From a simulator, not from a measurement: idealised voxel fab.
process module | voxel gate over fins
cross-section cut | 150 nm wide | cells 5 nm
A cross-section is a grid of square cells, given in bands from the top down. A band is one or more rows of cells.
Each band's line starts with the height of the band's top and of its bottom, in nm. Then come its materials from left to right, each with its width in nm. One material with "throughout" fills the band from edge to edge. "air" is empty space.
Height 0 is the level under which the wafer as received is all one material. The lowest band goes on downwards, as in "0 down".
A width such as "30 to 40" changes by the same amount from each row of cells to the next, from the band's top row to its bottom row.
"no change" after a step means that no cell of the cross-section changed.
closed voids: empty space of 8 cells or more with no open way to the top, each as width x height at its distance from the left edge, in nm
after a step's settings: what the simulator itself notes on the step
overlay nm, on a step with a mask: how far to the right of its planned place the mask lay; to the left if negative
plan
1 op RECEIVE | material Si
2 op CONFORMAL_DEP | material SiN | thk nm 10
3 op DIRECTIONAL_DEP | material aC | thk nm 15
4 op PATTERN | tone cover | mask id FINS | material resist | width nm 15 | pitch nm 35 | thk nm 35 | overlay nm 0
5 op DIRECTIONAL_ETCH | etch materials aC | depth nm 15
6 op STRIP | etch materials resist
7 op DIRECTIONAL_ETCH | etch materials SiN | depth nm 10
8 op DIRECTIONAL_ETCH | etch materials Si | depth nm 35
9 op STRIP | etch materials aC
10 op OXIDIZE | depth nm 5
11 op FILL_DEP | material SiO2 | thk nm 15
12 op CMP | height nm 10
13 op SELECTIVE_ETCH | etch materials SiO2 | depth nm 25
14 op STRIP | etch materials SiN
15 op CONFORMAL_DEP | material HfO2 | thk nm 5
16 op CONFORMAL_DEP | material TiN | thk nm 5
17 op FILL_DEP | material W | thk nm 10
18 op CMP | height nm 15
19 op CONFORMAL_DEP | material SiCN | thk nm 5
as received, after step 1
  0 down: Si throughout
  closed voids: none
first wafer at the end, as planned
  20 to 15: SiCN throughout
  15 to 10: W throughout
  10 to 5: W 45 | TiN 25 | W 10 | TiN 25 | W 45
  5 to 0: W 45 | TiN 5 | HfO2 15 | TiN 5 | W 10 | TiN 5 | HfO2 15 | TiN 5 | W 45
  0 to -5: W 45 | TiN 5 | HfO2 5 | Si 5 | HfO2 5 | TiN 5 | W 10 | TiN 5 | HfO2 5 | Si 5 | HfO2 5 | TiN 5 | W 45
  -5 to -10: TiN 50 | HfO2 5 | Si 5 | HfO2 5 | TiN 20 | HfO2 5 | Si 5 | HfO2 5 | TiN 50
  -10 to -15: HfO2 55 | Si 5 | HfO2 30 | Si 5 | HfO2 55
  -15 to -40: SiO2 55 | Si 5 | SiO2 30 | Si 5 | SiO2 55
  -40 down: Si throughout
  closed voids: none
second wafer at the end: like start, like plan, one mistake
  20 to 15: SiCN throughout
  15 to 10: W throughout
  10 to 5: TiN throughout
  5 to 0: HfO2 throughout
  0 to -40: SiO2 55 | Si 5 | SiO2 30 | Si 5 | SiO2 55
  -40 down: Si throughout
  closed voids: none
what went wrong: step 12 was left out
at the end the second wafer has, in cells: 12 fewer of HfO2 | 84 more of SiO2 | 12 fewer of TiN | 60 fewer of W
